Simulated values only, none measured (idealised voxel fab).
process module | voxel spacer lines
cross-section cut | 240 nm wide | cells 5 nm
A cross-section is a grid of square cells, given in bands from the top down. A band is one or more rows of cells.
Each band's line starts with the height of the band's top and of its bottom, in nm. Then come its materials from left to right, each with its width in nm. One material with "throughout" fills the band from edge to edge. "air" is empty space.
Height 0 is the level under which the wafer as received is all one material. The lowest band goes on downwards, as in "0 down".
A width such as "30 to 40" changes by the same amount from each row of cells to the next, from the band's top row to its bottom row.
"no change" after a step means that no cell of the cross-section changed.
closed voids: empty space of 8 cells or more with no open way to the top, each as width x height at its distance from the left edge, in nm
after a step's settings: what the simulator itself notes on the step
overlay nm, on a step with a mask: how far to the right of its planned place the mask lay; to the left if negative
plan
1 op RECEIVE | material Si
2 op CONFORMAL_DEP | material SiO2 | thk nm 5
3 op DIRECTIONAL_DEP | material TiN | thk nm 20
4 op DIRECTIONAL_DEP | material aC | thk nm 20
5 op PATTERN | tone cover | mask id MANDREL | material resist | width nm 20 | pitch nm 70 | thk nm 30 | overlay nm 0
6 op DIRECTIONAL_ETCH | etch materials aC | depth nm 20
7 op STRIP | etch materials resist
8 op CONFORMAL_DEP | material SiN | thk nm 15
9 op DIRECTIONAL_ETCH | etch materials SiN | depth nm 15
10 op STRIP | etch materials aC
11 op DIRECTIONAL_ETCH | etch materials TiN | depth nm 20
12 op STRIP | etch materials SiN
13 op FILL_DEP | material SiO2 | thk nm 5
14 op CMP | height nm 25
as received, after step 1
  0 down: Si throughout
  closed voids: none
a wafer at the end: this start, this plan, one mistake
  25 to 20: SiO2 throughout
  20 to 0: SiO2 60 | TiN 15 | SiO2 20 | TiN 15 | SiO2 20 | TiN 15 | SiO2 20 | TiN 15 | SiO2 60
  0 down: Si throughout
  closed voids: none
what went wrong: step 2 was left out
